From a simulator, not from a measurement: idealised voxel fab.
This is a process module. Its name is voxel double patterning.
Section cut is 290 nm wide and gridded with 5 nm square cells.
For the purposes of this document, a cross-section shall be understood as a grid of square cells, specified as bands listed in top-to-bottom order, each band consisting of one or more rows of cells.
What a band's entry tells you: where the top is and where the bottom is, as heights in nm, and after that what lies inside, material by material from left to right, each with its width in nm. Empty space is written as the word "air", and a single material marked with the word "throughout" occupies the band from edge to edge.
Heights are measured from 0, the level below which the as-received wafer is all one material; the lowest band has no bottom and continues downward, written as in "0 and below".
With a width like "30 to 40", each row of cells in the band differs from the next by the same amount, the top row carrying the first number and the bottom row the second.
"no alterations made" for a step: no cell of the cross-section changed in that step.
Basically, "Closed void list" tells you about the enclosed voids: empty spaces with no open way to the top, 8 cells or bigger, each written width x height at distance, where distance is from the left edge, all in nm.
That trailing text on a step's line, after the settings, is the simulator's own remark on the step.
For masked steps, "overlay nm" on the step line gives how far right of plan the mask actually lay; a minus sign means it lay to the left.

Here's what the planned process steps look like:
- 1: RECEIVE | material Si
- 2: CONFORMAL_DEP | material SiN | thk nm 5
- 3: DIRECTIONAL_DEP | material SiO2 | thk nm 15
- 4: DIRECTIONAL_DEP | material SiCN | thk nm 5
- 5: DIRECTIONAL_DEP | material aC | thk nm 10
- 6: PATTERN | tone open | mask id FIRST | material resist | width nm 15 | pitch nm 50 | thk nm 30 | overlay nm 0
- 7: DIRECTIONAL_ETCH | etch materials aC | depth nm 10
- 8: STRIP | etch materials resist
- 9: DIRECTIONAL_ETCH | etch materials SiCN | depth nm 5
- 10: STRIP | etch materials aC
- 11: PATTERN | tone open | mask id SECOND | material resist | width nm 15 | thk nm 20 | overlay nm 0
- 12: DIRECTIONAL_ETCH | etch materials SiCN | depth nm 5
- 13: STRIP | etch materials resist
- 14: DIRECTIONAL_ETCH | etch materials SiO2 | depth nm 15
- 15: STRIP | etch materials SiCN
The value of width nm given for step 6 in the plan refers to the first wafer; the wafers vary in this setting and are alike at the start.

Received condition of the first of several wafers, sectioned: post-step 1:
> 0 and below = Si throughout
> Closed void list: none

So in this table every wafer gets its own row, and what you see is where it stands at the end of the module: for each material, how many cells it picked up (+) or gave up (-) since we received it, and after that its closed voids:
width nm 15 | +58 SiN | +147 SiO2 | Closed void list: none
width nm 20 | +58 SiN | +141 SiO2 | Closed void list: none
width nm 25 | +58 SiN | +135 SiO2 | Closed void list: none
width nm 30 | +58 SiN | +129 SiO2 | Closed void list: none
